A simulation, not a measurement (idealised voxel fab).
This is a process module. Its name is voxel trench capacitor.
Shown is cross-section cut, with a width of 270 nm and square cells of size 5 nm.
Bands, listed from the top down, are how a cross-section gets written in this document; the cross-section itself is a grid of square cells, and a band is one or more rows of them. Band: top height; bottom height; in nm. Then, left to right: material with width in nm, for each material. "full width": a single material spanning edge to edge. "blank": empty space. Height datum 0, below which the as-received substrate wafer is one material. Lowest band open at the bottom, running downward: "from 0 down". Think of "30..40" as a width that walks from the first number to the second as you go down the band, top row to bottom row, taking equal-sized steps from row to row. "same as before", as given for a step, is the statement that not any cell of the cross-section underwent a change during that step. The entry "Closed void list" lists the empty spaces that cover at least 8 cells and have no open path to the top. Each is written as width x height at distance, where the distance is measured from the left edge and all three values are in nm. Formally, on a step line, whatever follows the settings is a remark that the simulator itself makes on the step. overlay nm: right-of-plan distance of the mask on a masked step; negative values mean left-of-plan. Each pair below shows a cross-section before one step and the cross-section after it, down to the lowest band that changed. The line under each pair gives the step between them, with its settings. The pairs can come from different runs of this module on the same starting wafer, so a pair continues from the pair above only where its "Pre-step snapshot" says so.
Pre-step snapshot
  from 0 down: Si full width
  Closed void list: none
Structure After Step
  from 5 to 0: SiN full width
  Unchanged below 0.
  Closed void list: none
As a process note, the step between the before and after cross-sections shown above is CONFORMAL_DEP | material SiN | thk nm 5
Pre-step snapshot: the state before this step is the cross-section shown after the step in the pair just above.
Structure After Step
  from 20 to 5: aC full width
  Unchanged below 5.
  Closed void list: none
As a process note, the step between the before and after cross-sections shown above is DIRECTIONAL_DEP | material aC | thk nm 15
Pre-step snapshot: the state before this step is the cross-section shown after the step in the pair just above.
Structure After Step
  from 55 to 20: resist 95 nm, blank 15 nm, resist 15 nm, blank 15 nm, resist 15 nm, blank 15 nm, resist 100 nm
  Unchanged below 20.
  Closed void list: none
As a process note, the step between the before and after cross-sections shown above is PATTERN | tone open | mask id TRENCH | material resist | width nm 15 | pitch nm 30 | thk nm 35 | overlay nm 0
Pre-step snapshot: the state before this step is the cross-section shown after the step in the pair just above.
Structure After Step
  from 40 to 20: resist 95 nm, blank 15 nm, resist 15 nm, blank 15 nm, resist 15 nm, blank 15 nm, resist 100 nm
  from 20 to 5: aC 95 nm, blank 15 nm, aC 15 nm, blank 15 nm, aC 15 nm, blank 15 nm, aC 100 nm
  Unchanged below 5.
  Closed void list: none
As a process note, the step between the before and after cross-sections shown above is DIRECTIONAL_ETCH | etch materials aC | depth nm 15
Pre-step snapshot: the state before this step is the cross-section shown after the step in the pair just above.
Structure After Step
  from 20 to 5: aC 95 nm, blank 15 nm, aC 15 nm, blank 15 nm, aC 15 nm, blank 15 nm, aC 100 nm
  Unchanged below 5.
  Closed void list: none
As a process note, the step between the before and after cross-sections shown above is STRIP | etch materials resist
Pre-step snapshot: the state before this step is the cross-section shown after the step in the pair just above.
Structure After Step
  from 20 to 5: aC 95 nm, blank 15 nm, aC 15 nm, blank 15 nm, aC 15 nm, blank 15 nm, aC 100 nm
  from 5 to 0: SiN 95 nm, blank 15 nm, SiN 15 nm, blank 15 nm, SiN 15 nm, blank 15 nm, SiN 100 nm
  Unchanged below 0.
  Closed void list: none
As a process note, the step between the before and after cross-sections shown above is DIRECTIONAL_ETCH | etch materials SiN | depth nm 5
Pre-step snapshot: the state before this step is the cross-section shown after the step in the pair just above.
Structure After Step
  from 20 to 5: aC 95 nm, blank 15 nm, aC 15 nm, blank 15 nm, aC 15 nm, blank 15 nm, aC 100 nm
  from 5 to 0: SiN 95 nm, blank 15 nm, SiN 15 nm, blank 15 nm, SiN 15 nm, blank 15 nm, SiN 100 nm
  from 0 to -35: Si 95 nm, blank 15 nm, Si 15 nm, blank 15 nm, Si 15 nm, blank 15 nm, Si 100 nm
  Unchanged below -35.
  Closed void list: none
As a process note, the step between the before and after cross-sections shown above is DIRECTIONAL_ETCH | etch materials Si | depth nm 35
Pre-step snapshot: the state before this step is the cross-section shown after the step in the pair just above.
Structure After Step
  from 5 to 0: SiN 95 nm, blank 15 nm, SiN 15 nm, blank 15 nm, SiN 15 nm, blank 15 nm, SiN 100 nm
  Unchanged below 0.
  Closed void list: none
As a process note, the step between the before and after cross-sections shown above is STRIP | etch materials aC
Pre-step snapshot: the state before this step is the cross-section shown after the step in the pair just above.
Structure After Step
  from 10 to 5: SiO2 100 nm, blank 5 nm, SiO2 25 nm, blank 5 nm, SiO2 25 nm, blank 5 nm, SiO2 105 nm
  from 5 to 0: SiN 95 nm, SiO2 5 nm, blank 5 nm, SiO2 5 nm, SiN 15 nm, SiO2 5 nm, blank 5 nm, SiO2 5 nm, SiN 15 nm, SiO2 5 nm, blank 5 nm, SiO2 5 nm, SiN 100 nm
  from 0 to -30: Si 95 nm, SiO2 5 nm, blank 5 nm, SiO2 5 nm, Si 15 nm, SiO2 5 nm, blank 5 nm, SiO2 5 nm, Si 15 nm, SiO2 5 nm, blank 5 nm, SiO2 5 nm, Si 100 nm
  from -30 to -35: Si 95 nm, SiO2 15 nm, Si 15 nm, SiO2 15 nm, Si 15 nm, SiO2 15 nm, Si 100 nm
  Unchanged below -35.
  Closed void list: none
As a process note, the step between the before and after cross-sections shown above is CONFORMAL_DEP | material SiO2 | thk nm 5
Pre-step snapshot: the state before this step is the cross-section shown after the step in the pair just above.
Structure After Step
  from 20 to 10: polySi full width
  from 10 to 5: SiO2 100 nm, polySi 5 nm, SiO2 25 nm, polySi 5 nm, SiO2 25 nm, polySi 5 nm, SiO2 105 nm
  from 5 to 0: SiN 95 nm, SiO2 5 nm, polySi 5 nm, SiO2 5 nm, SiN 15 nm, SiO2 5 nm, polySi 5 nm, SiO2 5 nm, SiN 15 nm, SiO2 5 nm, polySi 5 nm, SiO2 5 nm, SiN 100 nm
  from 0 to -30: Si 95 nm, SiO2 5 nm, polySi 5 nm, SiO2 5 nm, Si 15 nm, SiO2 5 nm, polySi 5 nm, SiO2 5 nm, Si 15 nm, SiO2 5 nm, polySi 5 nm, SiO2 5 nm, Si 100 nm
  Unchanged below -30.
  Closed void list: none
As a process note, the step between the before and after cross-sections shown above is FILL_DEP | material polySi | thk nm 10
Pre-step snapshot: the state before this step is the cross-section shown after the step in the pair just above.
Structure After Step
  from 5 to 0: SiN 95 nm, SiO2 5 nm, polySi 5 nm, SiO2 5 nm, SiN 15 nm, SiO2 5 nm, polySi 5 nm, SiO2 5 nm, SiN 15 nm, SiO2 5 nm, polySi 5 nm, SiO2 5 nm, SiN 100 nm
  Unchanged below 0.
  Closed void list: none
As a process note, the step between the before and after cross-sections shown above is CMP | height nm 5
Pre-step snapshot
  from 20 to 5: aC 95 nm, blank 15 nm, aC 15 nm, blank 15 nm, aC 15 nm, blank 15 nm, aC 100 nm
  from 5 to 0: SiN 95 nm, blank 15 nm, SiN 15 nm, blank 15 nm, SiN 15 nm, blank 15 nm, SiN 100 nm
  from 0 to -35: Si 95 nm, blank 15 nm, Si 15 nm, blank 15 nm, Si 15 nm, blank 15 nm, Si 100 nm
  from -35 down: Si full width
  Closed void list: none
Structure After Step
  from 20 to 5: aC 95 nm, blank 15 nm, aC 15 nm, blank 15 nm, aC 15 nm, blank 15 nm, aC 100 nm
  from 5 to 0: SiN 95 nm, blank 15 nm, SiN 15 nm, blank 15 nm, SiN 15 nm, blank 15 nm, SiN 100 nm
  from 0 to -70: Si 95 nm, blank 15 nm, Si 15 nm, blank 15 nm, Si 15 nm, blank 15 nm, Si 100 nm
  Unchanged below -70.
  Closed void list: none
As a process note, the step between the before and after cross-sections shown above is DIRECTIONAL_ETCH | etch materials Si | depth nm 35
Pre-step snapshot: the state before this step is the cross-section shown after the step in the pair just above.
Structure After Step
  from 5 to 0: SiN 95 nm, blank 15 nm, SiN 15 nm, blank 15 nm, SiN 15 nm, blank 15 nm, SiN 100 nm
  Unchanged below 0.
  Closed void list: none
As a process note, the step between the before and after cross-sections shown above is STRIP | etch materials aC
Pre-step snapshot: the state before this step is the cross-section shown after the step in the pair just above.
Structure After Step
  from 10 to 5: SiO2 100 nm, blank 5 nm, SiO2 25 nm, blank 5 nm, SiO2 25 nm, blank 5 nm, SiO2 105 nm
  from 5 to 0: SiN 95 nm, SiO2 5 nm, blank 5 nm, SiO2 5 nm, SiN 15 nm, SiO2 5 nm, blank 5 nm, SiO2 5 nm, SiN 15 nm, SiO2 5 nm, blank 5 nm, SiO2 5 nm, SiN 100 nm
  from 0 to -65: Si 95 nm, SiO2 5 nm, blank 5 nm, SiO2 5 nm, Si 15 nm, SiO2 5 nm, blank 5 nm, SiO2 5 nm, Si 15 nm, SiO2 5 nm, blank 5 nm, SiO2 5 nm, Si 100 nm
  from -65 to -70: Si 95 nm, SiO2 15 nm, Si 15 nm, SiO2 15 nm, Si 15 nm, SiO2 15 nm, Si 100 nm
  Unchanged below -70.
  Closed void list: none
As a process note, the step between the before and after cross-sections shown above is CONFORMAL_DEP | material SiO2 | thk nm 5
Pre-step snapshot: the state before this step is the cross-section shown after the step in the pair just above.
Structure After Step
  from 20 to 10: polySi full width
  from 10 to 5: SiO2 100 nm, polySi 5 nm, SiO2 25 nm, polySi 5 nm, SiO2 25 nm, polySi 5 nm, SiO2 105 nm
  from 5 to 0: SiN 95 nm, SiO2 5 nm, polySi 5 nm, SiO2 5 nm, SiN 15 nm, SiO2 5 nm, polySi 5 nm, SiO2 5 nm, SiN 15 nm, SiO2 5 nm, polySi 5 nm, SiO2 5 nm, SiN 100 nm
  from 0 to -65: Si 95 nm, SiO2 5 nm, polySi 5 nm, SiO2 5 nm, Si 15 nm, SiO2 5 nm, polySi 5 nm, SiO2 5 nm, Si 15 nm, SiO2 5 nm, polySi 5 nm, SiO2 5 nm, Si 100 nm
  Unchanged below -65.
  Closed void list: none
As a process note, the step between the before and after cross-sections shown above is FILL_DEP | material polySi | thk nm 10
Pre-step snapshot: the state before this step is the cross-section shown after the step in the pair just above.
Structure After Step
  from 5 to 0: SiN 95 nm, SiO2 5 nm, polySi 5 nm, SiO2 5 nm, SiN 15 nm, SiO2 5 nm, polySi 5 nm, SiO2 5 nm, SiN 15 nm, SiO2 5 nm, polySi 5 nm, SiO2 5 nm, SiN 100 nm
  Unchanged below 0.
  Closed void list: none
As a process note, the step between the before and after cross-sections shown above is CMP | height nm 5
Pre-step snapshot
  from 40 to 20: resist 95 nm, blank 15 nm, resist 15 nm, blank 15 nm, resist 15 nm, blank 15 nm, resist 100 nm
  from 20 to 5: aC 95 nm, blank 15 nm, aC 15 nm, blank 15 nm, aC 15 nm, blank 15 nm, aC 100 nm
  from 5 to 0: SiN full width
  from 0 down: Si full width
  Closed void list: none
Structure After Step
  from 40 to 20: resist 95 nm, blank 15 nm, resist 15 nm, blank 15 nm, resist 15 nm, blank 15 nm, resist 100 nm
  from 20 to 5: aC 95 nm, blank 15 nm, aC 15 nm, blank 15 nm, aC 15 nm, blank 15 nm, aC 100 nm
  from 5 to 0: SiN 95 nm, blank 15 nm, SiN 15 nm, blank 15 nm, SiN 15 nm, blank 15 nm, SiN 100 nm
  Unchanged below 0.
  Closed void list: none
As a process note, the step between the before and after cross-sections shown above is DIRECTIONAL_ETCH | etch materials SiN | depth nm 5
Pre-step snapshot: the state before this step is the cross-section shown after the step in the pair just above.
Structure After Step
  from 20 to 5: aC 95 nm, blank 15 nm, aC 15 nm, blank 15 nm, aC 15 nm, blank 15 nm, aC 100 nm
  Unchanged below 5.
  Closed void list: none
As a process note, the step between the before and after cross-sections shown above is STRIP | etch materials resist
Pre-step snapshot
  from 20 to 10: polySi full width
  from 10 to 5: SiO2 100 nm, polySi 5 nm, SiO2 25 nm, polySi 5 nm, SiO2 25 nm, polySi 5 nm, SiO2 105 nm
  from 5 to 0: SiN 95 nm, SiO2 5 nm, polySi 5 nm, SiO2 5 nm, SiN 15 nm, SiO2 5 nm, polySi 5 nm, SiO2 5 nm, SiN 15 nm, SiO2 5 nm, polySi 5 nm, SiO2 5 nm, SiN 100 nm
  from 0 to -30: Si 95 nm, SiO2 5 nm, polySi 5 nm, SiO2 5 nm, Si 15 nm, SiO2 5 nm, polySi 5 nm, SiO2 5 nm, Si 15 nm, SiO2 5 nm, polySi 5 nm, SiO2 5 nm, Si 100 nm
  from -30 to -35: Si 95 nm, SiO2 15 nm, Si 15 nm, SiO2 15 nm, Si 15 nm, SiO2 15 nm, Si 100 nm
  from -35 down: Si full width
  Closed void list: none
Structure After Step
  from 0 to -30: Si 95 nm, SiO2 5 nm, polySi 5 nm, SiO2 5 nm, Si 15 nm, SiO2 5 nm, polySi 5 nm, SiO2 5 nm, Si 15 nm, SiO2 5 nm, polySi 5 nm, SiO2 5 nm, Si 100 nm
  Unchanged below -30.
  Closed void list: none
As a process note, the step between the before and after cross-sections shown above is CMP | height nm 0
Pre-step snapshot
  from 20 to 5: aC full width
  from 5 to 0: SiN full width
  from 0 down: Si full width
  Closed void list: none
Structure After Step
  from 55 to 20: resist 105 nm, blank 15 nm, resist 15 nm, blank 15 nm, resist 15 nm, blank 15 nm, resist 90 nm
  Unchanged below 20.
  Closed void list: none
As a process note, the step between the before and after cross-sections shown above is PATTERN | tone open | mask id TRENCH | material resist | width nm 15 | pitch nm 30 | thk nm 35 | overlay nm 10
Pre-step snapshot: the state before this step is the cross-section shown after the step in the pair just above.
Structure After Step
  from 40 to 20: resist 105 nm, blank 15 nm, resist 15 nm, blank 15 nm, resist 15 nm, blank 15 nm, resist 90 nm
  from 20 to 5: aC 105 nm, blank 15 nm, aC 15 nm, blank 15 nm, aC 15 nm, blank 15 nm, aC 90 nm
  Unchanged below 5.
  Closed void list: none
As a process note, the step between the before and after cross-sections shown above is DIRECTIONAL_ETCH | etch materials aC | depth nm 15
Pre-step snapshot: the state before this step is the cross-section shown after the step in the pair just above.
Structure After Step
  from 20 to 5: aC 105 nm, blank 15 nm, aC 15 nm, blank 15 nm, aC 15 nm, blank 15 nm, aC 90 nm
  Unchanged below 5.
  Closed void list: none
As a process note, the step between the before and after cross-sections shown above is STRIP | etch materials resist
Pre-step snapshot: the state before this step is the cross-section shown after the step in the pair just above.
Structure After Step
  from 20 to 5: aC 105 nm, blank 15 nm, aC 15 nm, blank 15 nm, aC 15 nm, blank 15 nm, aC 90 nm
  from 5 to 0: SiN 105 nm, blank 15 nm, SiN 15 nm, blank 15 nm, SiN 15 nm, blank 15 nm, SiN 90 nm
  Unchanged below 0.
  Closed void list: none
As a process note, the step between the before and after cross-sections shown above is DIRECTIONAL_ETCH | etch materials SiN | depth nm 5
Pre-step snapshot: the state before this step is the cross-section shown after the step in the pair just above.
Structure After Step
  from 20 to 5: aC 105 nm, blank 15 nm, aC 15 nm, blank 15 nm, aC 15 nm, blank 15 nm, aC 90 nm
  from 5 to 0: SiN 105 nm, blank 15 nm, SiN 15 nm, blank 15 nm, SiN 15 nm, blank 15 nm, SiN 90 nm
  from 0 to -35: Si 105 nm, blank 15 nm, Si 15 nm, blank 15 nm, Si 15 nm, blank 15 nm, Si 90 nm
  Unchanged below -35.
  Closed void list: none
As a process note, the step between the before and after cross-sections shown above is DIRECTIONAL_ETCH | etch materials Si | depth nm 35
Pre-step snapshot: the state before this step is the cross-section shown after the step in the pair just above.
Structure After Step
  from 5 to 0: SiN 105 nm, blank 15 nm, SiN 15 nm, blank 15 nm, SiN 15 nm, blank 15 nm, SiN 90 nm
  Unchanged below 0.
  Closed void list: none
As a process note, the step between the before and after cross-sections shown above is STRIP | etch materials aC
Pre-step snapshot: the state before this step is the cross-section shown after the step in the pair just above.
Structure After Step
  from 10 to 5: SiO2 110 nm, blank 5 nm, SiO2 25 nm, blank 5 nm, SiO2 25 nm, blank 5 nm, SiO2 95 nm
  from 5 to 0: SiN 105 nm, SiO2 5 nm, blank 5 nm, SiO2 5 nm, SiN 15 nm, SiO2 5 nm, blank 5 nm, SiO2 5 nm, SiN 15 nm, SiO2 5 nm, blank 5 nm, SiO2 5 nm, SiN 90 nm
  from 0 to -30: Si 105 nm, SiO2 5 nm, blank 5 nm, SiO2 5 nm, Si 15 nm, SiO2 5 nm, blank 5 nm, SiO2 5 nm, Si 15 nm, SiO2 5 nm, blank 5 nm, SiO2 5 nm, Si 90 nm
  from -30 to -35: Si 105 nm, SiO2 15 nm, Si 15 nm, SiO2 15 nm, Si 15 nm, SiO2 15 nm, Si 90 nm
  Unchanged below -35.
  Closed void list: none
As a process note, the step between the before and after cross-sections shown above is CONFORMAL_DEP | material SiO2 | thk nm 5
Pre-step snapshot: the state before this step is the cross-section shown after the step in the pair just above.
Structure After Step
  from 20 to 10: polySi full width
  from 10 to 5: SiO2 110 nm, polySi 5 nm, SiO2 25 nm, polySi 5 nm, SiO2 25 nm, polySi 5 nm, SiO2 95 nm
  from 5 to 0: SiN 105 nm, SiO2 5 nm, polySi 5 nm, SiO2 5 nm, SiN 15 nm, SiO2 5 nm, polySi 5 nm, SiO2 5 nm, SiN 15 nm, SiO2 5 nm, polySi 5 nm, SiO2 5 nm, SiN 90 nm
  from 0 to -30: Si 105 nm, SiO2 5 nm, polySi 5 nm, SiO2 5 nm, Si 15 nm, SiO2 5 nm, polySi 5 nm, SiO2 5 nm, Si 15 nm, SiO2 5 nm, polySi 5 nm, SiO2 5 nm, Si 90 nm
  Unchanged below -30.
  Closed void list: none
As a process note, the step between the before and after cross-sections shown above is FILL_DEP | material polySi | thk nm 10
Pre-step snapshot: the state before this step is the cross-section shown after the step in the pair just above.
Structure After Step
  from 5 to 0: SiN 105 nm, SiO2 5 nm, polySi 5 nm, SiO2 5 nm, SiN 15 nm, SiO2 5 nm, polySi 5 nm, SiO2 5 nm, SiN 15 nm, SiO2 5 nm, polySi 5 nm, SiO2 5 nm, SiN 90 nm
  Unchanged below 0.
  Closed void list: none
As a process note, the step between the before and after cross-sections shown above is CMP | height nm 5
Pre-step snapshot
  from 5 to 0: SiN 95 nm, blank 15 nm, SiN 15 nm, blank 15 nm, SiN 15 nm, blank 15 nm, SiN 100 nm
  from 0 to -35: Si 95 nm, blank 15 nm, Si 15 nm, blank 15 nm, Si 15 nm, blank 15 nm, Si 100 nm
  from -35 down: Si full width
  Closed void list: none
Structure After Step
  from 10 to 0: SiN 100 nm, blank 5 nm, SiN 25 nm, blank 5 nm, SiN 25 nm, blank 5 nm, SiN 105 nm
  from 0 to -30: Si 95 nm, SiN 5 nm, blank 5 nm, SiN 5 nm, Si 15 nm, SiN 5 nm, blank 5 nm, SiN 5 nm, Si 15 nm, SiN 5 nm, blank 5 nm, SiN 5 nm, Si 100 nm
  from -30 to -35: Si 95 nm, SiN 15 nm, Si 15 nm, SiN 15 nm, Si 15 nm, SiN 15 nm, Si 100 nm
  Unchanged below -35.
  Closed void list: none
As a process note, the step between the before and after cross-sections shown above is CONFORMAL_DEP | material SiN | thk nm 5
Pre-step snapshot: the state before this step is the cross-section shown after the step in the pair just above.
Structure After Step
  from 20 to 10: polySi full width
  from 10 to 0: SiN 100 nm, polySi 5 nm, SiN 25 nm, polySi 5 nm, SiN 25 nm, polySi 5 nm, SiN 105 nm
  from 0 to -30: Si 95 nm, SiN 5 nm, polySi 5 nm, SiN 5 nm, Si 15 nm, SiN 5 nm, polySi 5 nm, SiN 5 nm, Si 15 nm, SiN 5 nm, polySi 5 nm, SiN 5 nm, Si 100 nm
  Unchanged below -30.
  Closed void list: none
As a process note, the step between the before and after cross-sections shown above is FILL_DEP | material polySi | thk nm 10
Pre-step snapshot: the state before this step is the cross-section shown after the step in the pair just above.
Structure After Step
  from 5 to 0: SiN 100 nm, polySi 5 nm, SiN 25 nm, polySi 5 nm, SiN 25 nm, polySi 5 nm, SiN 105 nm
  Unchanged below 0.
  Closed void list: none
As a process note, the step between the before and after cross-sections shown above is CMP | height nm 5
Pre-step snapshot
  from 20 to 5: aC full width
  from 5 to 0: SiN full width
  from 0 down: Si full width
  Closed void list: none
Structure After Step
  from 55 to 20: blank 95 nm, resist 15 nm, blank 15 nm, resist 15 nm, blank 15 nm, resist 15 nm, blank 100 nm
  Unchanged below 20.
  Closed void list: none
As a process note, the step between the before and after cross-sections shown above is PATTERN | tone cover | mask id TRENCH | material resist | width nm 15 | pitch nm 30 | thk nm 35 | overlay nm 0
Pre-step snapshot: the state before this step is the cross-section shown after the step in the pair just above.
Structure After Step
  from 40 to 20: blank 95 nm, resist 15 nm, blank 15 nm, resist 15 nm, blank 15 nm, resist 15 nm, blank 100 nm
  from 20 to 5: blank 95 nm, aC 15 nm, blank 15 nm, aC 15 nm, blank 15 nm, aC 15 nm, blank 100 nm
  Unchanged below 5.
  Closed void list: none
As a process note, the step between the before and after cross-sections shown above is DIRECTIONAL_ETCH | etch materials aC | depth nm 15
Pre-step snapshot: the state before this step is the cross-section shown after the step in the pair just above.
Structure After Step
  from 20 to 5: blank 95 nm, aC 15 nm, blank 15 nm, aC 15 nm, blank 15 nm, aC 15 nm, blank 100 nm
  Unchanged below 5.
  Closed void list: none
As a process note, the step between the before and after cross-sections shown above is STRIP | etch materials resist
Pre-step snapshot: the state before this step is the cross-section shown after the step in the pair just above.
Structure After Step
  from 20 to 5: blank 95 nm, aC 15 nm, blank 15 nm, aC 15 nm, blank 15 nm, aC 15 nm, blank 100 nm
  from 5 to 0: blank 95 nm, SiN 15 nm, blank 15 nm, SiN 15 nm, blank 15 nm, SiN 15 nm, blank 100 nm
  Unchanged below 0.
  Closed void list: none
As a process note, the step between the before and after cross-sections shown above is DIRECTIONAL_ETCH | etch materials SiN | depth nm 5
Pre-step snapshot: the state before this step is the cross-section shown after the step in the pair just above.
Structure After Step
  from 20 to 5: blank 95 nm, aC 15 nm, blank 15 nm, aC 15 nm, blank 15 nm, aC 15 nm, blank 100 nm
  from 5 to 0: blank 95 nm, SiN 15 nm, blank 15 nm, SiN 15 nm, blank 15 nm, SiN 15 nm, blank 100 nm
  from 0 to -35: blank 95 nm, Si 15 nm, blank 15 nm, Si 15 nm, blank 15 nm, Si 15 nm, blank 100 nm
  Unchanged below -35.
  Closed void list: none
As a process note, the step between the before and after cross-sections shown above is DIRECTIONAL_ETCH | etch materials Si | depth nm 35
Pre-step snapshot: the state before this step is the cross-section shown after the step in the pair just above.
Structure After Step
  from 5 to 0: blank 95 nm, SiN 15 nm, blank 15 nm, SiN 15 nm, blank 15 nm, SiN 15 nm, blank 100 nm
  Unchanged below 0.
  Closed void list: none
As a process note, the step between the before and after cross-sections shown above is STRIP | etch materials aC
Pre-step snapshot: the state before this step is the cross-section shown after the step in the pair just above.
Structure After Step
  from 10 to 5: blank 90 nm, SiO2 25 nm, blank 5 nm, SiO2 25 nm, blank 5 nm, SiO2 25 nm, blank 95 nm
  from 5 to 0: blank 90 nm, SiO2 5 nm, SiN 15 nm, SiO2 5 nm, blank 5 nm, SiO2 5 nm, SiN 15 nm, SiO2 5 nm, blank 5 nm, SiO2 5 nm, SiN 15 nm, SiO2 5 nm, blank 95 nm
  from 0 to -30: blank 90 nm, SiO2 5 nm, Si 15 nm, SiO2 5 nm, blank 5 nm, SiO2 5 nm, Si 15 nm, SiO2 5 nm, blank 5 nm, SiO2 5 nm, Si 15 nm, SiO2 5 nm, blank 95 nm
  from -30 to -35: SiO2 95 nm, Si 15 nm, SiO2 15 nm, Si 15 nm, SiO2 15 nm, Si 15 nm, SiO2 100 nm
  Unchanged below -35.
  Closed void list: none
As a process note, the step between the before and after cross-sections shown above is CONFORMAL_DEP | material SiO2 | thk nm 5
Pre-step snapshot: the state before this step is the cross-section shown after the step in the pair just above.
Structure After Step
  from 20 to 10: polySi full width
  from 10 to 5: polySi 90 nm, SiO2 25 nm, polySi 5 nm, SiO2 25 nm, polySi 5 nm, SiO2 25 nm, polySi 95 nm
  from 5 to 0: polySi 90 nm, SiO2 5 nm, SiN 15 nm, SiO2 5 nm, polySi 5 nm, SiO2 5 nm, SiN 15 nm, SiO2 5 nm, polySi 5 nm, SiO2 5 nm, SiN 15 nm, SiO2 5 nm, polySi 95 nm
  from 0 to -30: polySi 90 nm, SiO2 5 nm, Si 15 nm, SiO2 5 nm, polySi 5 nm, SiO2 5 nm, Si 15 nm, SiO2 5 nm, polySi 5 nm, SiO2 5 nm, Si 15 nm, SiO2 5 nm, polySi 95 nm
  Unchanged below -30.
  Closed void list: none
As a process note, the step between the before and after cross-sections shown above is FILL_DEP | material polySi | thk nm 10
Pre-step snapshot: the state before this step is the cross-section shown after the step in the pair just above.
Structure After Step
  from 5 to 0: polySi 90 nm, SiO2 5 nm, SiN 15 nm, SiO2 5 nm, polySi 5 nm, SiO2 5 nm, SiN 15 nm, SiO2 5 nm, polySi 5 nm, SiO2 5 nm, SiN 15 nm, SiO2 5 nm, polySi 95 nm
  Unchanged below 0.
  Closed void list: none
As a process note, the step between the before and after cross-sections shown above is CMP | height nm 5
